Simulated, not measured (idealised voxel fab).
This section sets out a process module, namely voxel trench capacitor.
cross-section cut | 245 nm wide | cells 5 nm
Bands, listed from the top down, are how a cross-section gets written in this document; the cross-section itself is a grid of square cells, and a band is one or more rows of them. First you get the band's top height and its bottom height, in nm, and then the materials it's made of, left to right, with each width in nm. If you see a single material with "full width", that one covers the band edge to edge. "blank" is empty space. Note: height 0 marks the level under which the wafer is uniformly one material as received. Lowest band unbounded below, written "0 down". Quick explanation for "30 to 40": the width changes in equal steps down the rows of cells, from the first number in the band's top row to the second number in its bottom row. "no alterations made" means the step left every cell of the cross-section as it was. "Voids, enclosed" specifies each empty space that is not open to the top and that occupies no fewer than 8 cells, using the form width x height at distance, the distance measured from the left edge and all three quantities in nm. Note: text after step settings on the step line = simulator remark on that step. "overlay nm" on a masked step: distance the mask lay right of its planned place, negative for left.

### Intended process steps
1. op RECEIVE | material Si
2. op CONFORMAL_DEP | material SiN | thk nm 5
3. op PATTERN | tone open | mask id TRENCH | material resist | width nm 25 | pitch nm 50 | thk nm 15 | overlay nm 0
4. op DIRECTIONAL_ETCH | etch materials SiN | depth nm 5
5. op DIRECTIONAL_ETCH | etch materials Si | depth nm 40
6. op STRIP | etch materials resist
7. op CONFORMAL_DEP | material Al2O3 | thk nm 5
8. op CONFORMAL_DEP | material TiN | thk nm 5
9. op FILL_DEP | material W | thk nm 10
10. op CMP | height nm 5

### First of the two wafers, run per plan

### This is the cross-section of the wafer as we received it, i.e. after step 1
	0 down: Si full width
	Voids, enclosed: none

### Cross-sectional representation of the wafer at the conclusion of step 2
	5 to 0: SiN full width
	Everything under 0 stays put, no change at all.

### Cross-sectional representation of the wafer at the conclusion of step 3
	20 to 5: 85 resist  25 blank  25 resist  25 blank  85 resist
	Everything under 5 stays put, no change at all.

### Cross-sectional representation of the wafer at the conclusion of step 4
	20 to 5: 85 resist  25 blank  25 resist  25 blank  85 resist
	5 to 0: 85 SiN  25 blank  25 SiN  25 blank  85 SiN
	Everything under 0 stays put, no change at all.

### Cross-sectional representation of the wafer at the conclusion of step 5
	20 to 5: 85 resist  25 blank  25 resist  25 blank  85 resist
	5 to 0: 85 SiN  25 blank  25 SiN  25 blank  85 SiN
	0 to -40: 85 Si  25 blank  25 Si  25 blank  85 Si
	Everything under -40 stays put, no change at all.

### Cross-sectional representation of the wafer at the conclusion of step 6
	5 to 0: 85 SiN  25 blank  25 SiN  25 blank  85 SiN
	Everything under 0 stays put, no change at all.

### Cross-sectional representation of the wafer at the conclusion of step 7
	10 to 5: 90 Al2O3  15 blank  35 Al2O3  15 blank  90 Al2O3
	5 to 0: 85 SiN  5 Al2O3  15 blank  5 Al2O3  25 SiN  5 Al2O3  15 blank  5 Al2O3  85 SiN
	0 to -35: 85 Si  5 Al2O3  15 blank  5 Al2O3  25 Si  5 Al2O3  15 blank  5 Al2O3  85 Si
	-35 to -40: 85 Si  25 Al2O3  25 Si  25 Al2O3  85 Si
	Everything under -40 stays put, no change at all.

### Cross-sectional representation of the wafer at the conclusion of step 8
	15 to 10: 95 TiN  5 blank  45 TiN  5 blank  95 TiN
	10 to 5: 90 Al2O3  5 TiN  5 blank  5 TiN  35 Al2O3  5 TiN  5 blank  5 TiN  90 Al2O3
	5 to 0: 85 SiN  5 Al2O3  5 TiN  5 blank  5 TiN  5 Al2O3  25 SiN  5 Al2O3  5 TiN  5 blank  5 TiN  5 Al2O3  85 SiN
	0 to -30: 85 Si  5 Al2O3  5 TiN  5 blank  5 TiN  5 Al2O3  25 Si  5 Al2O3  5 TiN  5 blank  5 TiN  5 Al2O3  85 Si
	-30 to -35: 85 Si  5 Al2O3  15 TiN  5 Al2O3  25 Si  5 Al2O3  15 TiN  5 Al2O3  85 Si
	Everything under -35 stays put, no change at all.

### Cross-sectional representation of the wafer at the conclusion of step 9
	25 to 15: W full width
	15 to 10: 95 TiN  5 W  45 TiN  5 W  95 TiN
	10 to 5: 90 Al2O3  5 TiN  5 W  5 TiN  35 Al2O3  5 TiN  5 W  5 TiN  90 Al2O3
	5 to 0: 85 SiN  5 Al2O3  5 TiN  5 W  5 TiN  5 Al2O3  25 SiN  5 Al2O3  5 TiN  5 W  5 TiN  5 Al2O3  85 SiN
	0 to -30: 85 Si  5 Al2O3  5 TiN  5 W  5 TiN  5 Al2O3  25 Si  5 Al2O3  5 TiN  5 W  5 TiN  5 Al2O3  85 Si
	Everything under -30 stays put, no change at all.

### Cross-sectional representation of the wafer at the conclusion of step 10
	5 to 0: 85 SiN  5 Al2O3  5 TiN  5 W  5 TiN  5 Al2O3  25 SiN  5 Al2O3  5 TiN  5 W  5 TiN  5 Al2O3  85 SiN
	Everything under 0 stays put, no change at all.

### Second wafer: same start and same plan as the first, one execution error; identical to the first through step 6

### Here is the second wafer in cross-section at the point where step 7 of the plan should have been done
	10 to 5: 90 TiN  15 blank  35 TiN  15 blank  90 TiN
	5 to 0: 85 SiN  5 TiN  15 blank  5 TiN  25 SiN  5 TiN  15 blank  5 TiN  85 SiN
	0 to -35: 85 Si  5 TiN  15 blank  5 TiN  25 Si  5 TiN  15 blank  5 TiN  85 Si
	-35 to -40: 85 Si  25 TiN  25 Si  25 TiN  85 Si
	Everything under -40 stays put, no change at all.

### Here is the second wafer in cross-section at the point where step 8 of the plan should have been done
	15 to 10: 95 Al2O3  5 blank  45 Al2O3  5 blank  95 Al2O3
	10 to 5: 90 TiN  5 Al2O3  5 blank  5 Al2O3  35 TiN  5 Al2O3  5 blank  5 Al2O3  90 TiN
	5 to 0: 85 SiN  5 TiN  5 Al2O3  5 blank  5 Al2O3  5 TiN  25 SiN  5 TiN  5 Al2O3  5 blank  5 Al2O3  5 TiN  85 SiN
	0 to -30: 85 Si  5 TiN  5 Al2O3  5 blank  5 Al2O3  5 TiN  25 Si  5 TiN  5 Al2O3  5 blank  5 Al2O3  5 TiN  85 Si
	-30 to -35: 85 Si  5 TiN  15 Al2O3  5 TiN  25 Si  5 TiN  15 Al2O3  5 TiN  85 Si
	Everything under -35 stays put, no change at all.

### Here is the second wafer in cross-section at the point where step 9 of the plan should have been done
	25 to 15: W full width
	15 to 10: 95 Al2O3  5 W  45 Al2O3  5 W  95 Al2O3
	10 to 5: 90 TiN  5 Al2O3  5 W  5 Al2O3  35 TiN  5 Al2O3  5 W  5 Al2O3  90 TiN
	5 to 0: 85 SiN  5 TiN  5 Al2O3  5 W  5 Al2O3  5 TiN  25 SiN  5 TiN  5 Al2O3  5 W  5 Al2O3  5 TiN  85 SiN
	0 to -30: 85 Si  5 TiN  5 Al2O3  5 W  5 Al2O3  5 TiN  25 Si  5 TiN  5 Al2O3  5 W  5 Al2O3  5 TiN  85 Si
	Everything under -30 stays put, no change at all.

### Here is the second wafer in cross-section at the point where step 10 of the plan should have been done
	5 to 0: 85 SiN  5 TiN  5 Al2O3  5 W  5 Al2O3  5 TiN  25 SiN  5 TiN  5 Al2O3  5 W  5 Al2O3  5 TiN  85 SiN
	Everything under 0 stays put, no change at all.
Deviation noted in wafer processing: steps 7 and 8 swapped
Count the cells at the end and the second wafer has more or fewer of some materials than the first: Al2O3 -8 | TiN +8
